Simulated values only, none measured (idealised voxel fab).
The document below concerns the process module designated voxel gate over fins.
In the cross-section labelled cut, the width is 265 nm and each square cell is 5 nm.
How to read a cross-section here: the picture is a grid of square cells, written as bands going from the top down, and any band can span one or more rows of cells. Band entry format. Leading values: height of top, height of bottom, nm. Remainder: materials in left-to-right order, each with its width in nm. Special words: "all across" on a single material, which then fills the band edge to edge; "empty", empty space. Ref level 0: as-received wafer is one material below here. Bottom band extends down with no lower bound ("0 nm and below"). Width spec "30 to 40" -> top row of cells at first value, bottom row at second value, equal per-row change in between. Step marked "identical to before"? Then no cell in the cross-section changed in it. Under "Closed void catalog" you'll find the enclosed gaps, the ones with no way out to the top, that are 8 cells or bigger; each reads width x height at distance, with distance counted from the left edge, everything in nm. Note: text after step settings on the step line = simulator remark on that step. "overlay nm", when on a step's line for a step with a mask, measures how far to the right of its planned place the mask lay; a negative measure means to the left.
## This section lists the process steps that were planned
- 1: RECEIVE, material Si
- 2: CONFORMAL_DEP, material SiN, thk nm 5
- 3: DIRECTIONAL_DEP, material aC, thk nm 10
- 4: PATTERN, tone cover, mask id FINS, material resist, width nm 15, pitch nm 40, thk nm 30, overlay nm 0
- 5: DIRECTIONAL_ETCH, etch materials aC, depth nm 10
- 6: STRIP, etch materials resist
- 7: DIRECTIONAL_ETCH, etch materials SiN, depth nm 5
- 8: DIRECTIONAL_ETCH, etch materials Si, depth nm 30
- 9: STRIP, etch materials aC
- 10: OXIDIZE, depth nm 5
- 11: FILL_DEP, material SiO2, thk nm 15
- 12: CMP, height nm 5
- 13: SELECTIVE_ETCH, etch materials SiO2, depth nm 20
- 14: STRIP, etch materials SiN
- 15: CONFORMAL_DEP, material HfO2, thk nm 5
- 16: CONFORMAL_DEP, material TiN, thk nm 5
- 17: FILL_DEP, material W, thk nm 15
- 18: CMP, height nm 20
- 19: CONFORMAL_DEP, material SiN, thk nm 10
## The cross-section here shows the wafer as received, i.e. in its state after step 1
* 0 nm and below  Si all across
* Closed void catalog: none
## Starting wafer: above. Plan: above. Run: one mistake. Cross-section after the module: below
* 30 nm to 20 nm  SiN all across
* 20 nm to 10 nm  W all across
* 10 nm to 5 nm  W (110); TiN (25); W (15); TiN (25); W (90)
* 5 nm to 0 nm  W (110); TiN (5); HfO2 (15); TiN (5); W (15); TiN (5); HfO2 (15); TiN (5); W (90)
* 0 nm to -5 nm  W (110); TiN (5); HfO2 (5); Si (5); HfO2 (5); TiN (5); W (15); TiN (5); HfO2 (5); Si (5); HfO2 (5); TiN (5); W (90)
* -5 nm to -10 nm  TiN (115); HfO2 (5); Si (5); HfO2 (5); TiN (25); HfO2 (5); Si (5); HfO2 (5); TiN (95)
* -10 nm to -15 nm  HfO2 (120); Si (5); HfO2 (35); Si (5); HfO2 (100)
* -15 nm to -35 nm  SiO2 (120); Si (5); SiO2 (35); Si (5); SiO2 (100)
* -35 nm and below  Si all across
* Closed void catalog: none
What was the processing mistake? off-plan run, step 4, actual operation and settings PATTERN, tone cover, mask id FINS, material resist, width nm 15, pitch nm 40, thk nm 30, overlay nm 10
